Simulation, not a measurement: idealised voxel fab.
The process module presented herein is designated voxel tone inversion.
Square cells of 5 nm make up the cross-section cut, whose width is 195 nm.
A cross-section is a grid of square cells, given in bands from the top down. A band is one or more rows of cells.
This entry defines a band. It first specifies the height of the band's top and the height of its bottom in nm, and then specifies the band's materials from left to right, stating each material with its width in nm. The word "throughout" identifies a single material that fills the band from edge to edge, while the word "air" identifies empty space.
A quick word on heights: they are counted from 0, and under that level the wafer as it came to us is one material throughout. The lowest band is different from the rest in having no bottom; it simply continues downward, written as in "from 0 down".
It should be noted that a width expressed as "30..40" varies in equal increments from row to row of cells within the band, taking the value of the first number at the top row and that of the second number at the bottom row.
Basically "remained unchanged" means that step didn't change any cell in the cross-section.
If an empty space has no open way to the top and is at least 8 cells in size, "Closed-off voids" lists it, written width x height at distance, where distance is measured from the left edge and every value is in nm.
Post-settings text on a step line: simulator's own remark regarding the step.
Each step line may optionally specify "overlay nm", which for a step with a mask gives the rightward distance between the mask's planned place and where it lay, a negative value indicating the leftward direction.

Set out below are the planned steps of the process:
1,RECEIVE [material Si]
2,CONFORMAL_DEP [material SiCN] [thk nm 10]
3,DIRECTIONAL_DEP [material aC] [thk nm 20]
4,PATTERN [tone cover] [mask id POSTS] [material resist] [width nm 15] [pitch nm 45] [thk nm 25] [overlay nm 0]
5,DIRECTIONAL_ETCH [etch materials aC] [depth nm 20]
6,STRIP [etch materials resist]
7,FILL_DEP [material lowk] [thk nm 5]
8,CMP [height nm 30]
9,STRIP [etch materials aC]
10,CONFORMAL_DEP [material TiN] [thk nm 5]
11,FILL_DEP [material Cu] [thk nm 5]
12,CMP [height nm 30]
13,CONFORMAL_DEP [material SiCN] [thk nm 5]

Cross-section of the wafer as it came to us, i.e., already through step 1:
> from 0 down = Si throughout
> Closed-off voids: none

Here's the wafer cut in cross-section after the module, started and planned just like above, except one thing was done wrong in the run:
> from 35 to 30 = SiCN throughout
> from 30 to 15 = Cu 40 nm, then TiN 5 nm, then lowk 15 nm, then TiN 5 nm, then Cu 20 nm, then TiN 5 nm, then lowk 15 nm, then TiN 5 nm, then Cu 20 nm, then TiN 5 nm, then lowk 15 nm, then TiN 5 nm, then Cu 40 nm
> from 15 to 10 = TiN 45 nm, then lowk 15 nm, then TiN 30 nm, then lowk 15 nm, then TiN 30 nm, then lowk 15 nm, then TiN 45 nm
> from 10 to 0 = SiCN throughout
> from 0 down = Si throughout
> Closed-off voids: none
What was done differently from what was planned? heads up, step 4 didn't go per plan, it actually ran as PATTERN [tone open] [mask id POSTS] [material resist] [width nm 15] [pitch nm 45] [thk nm 25] [overlay nm 0]
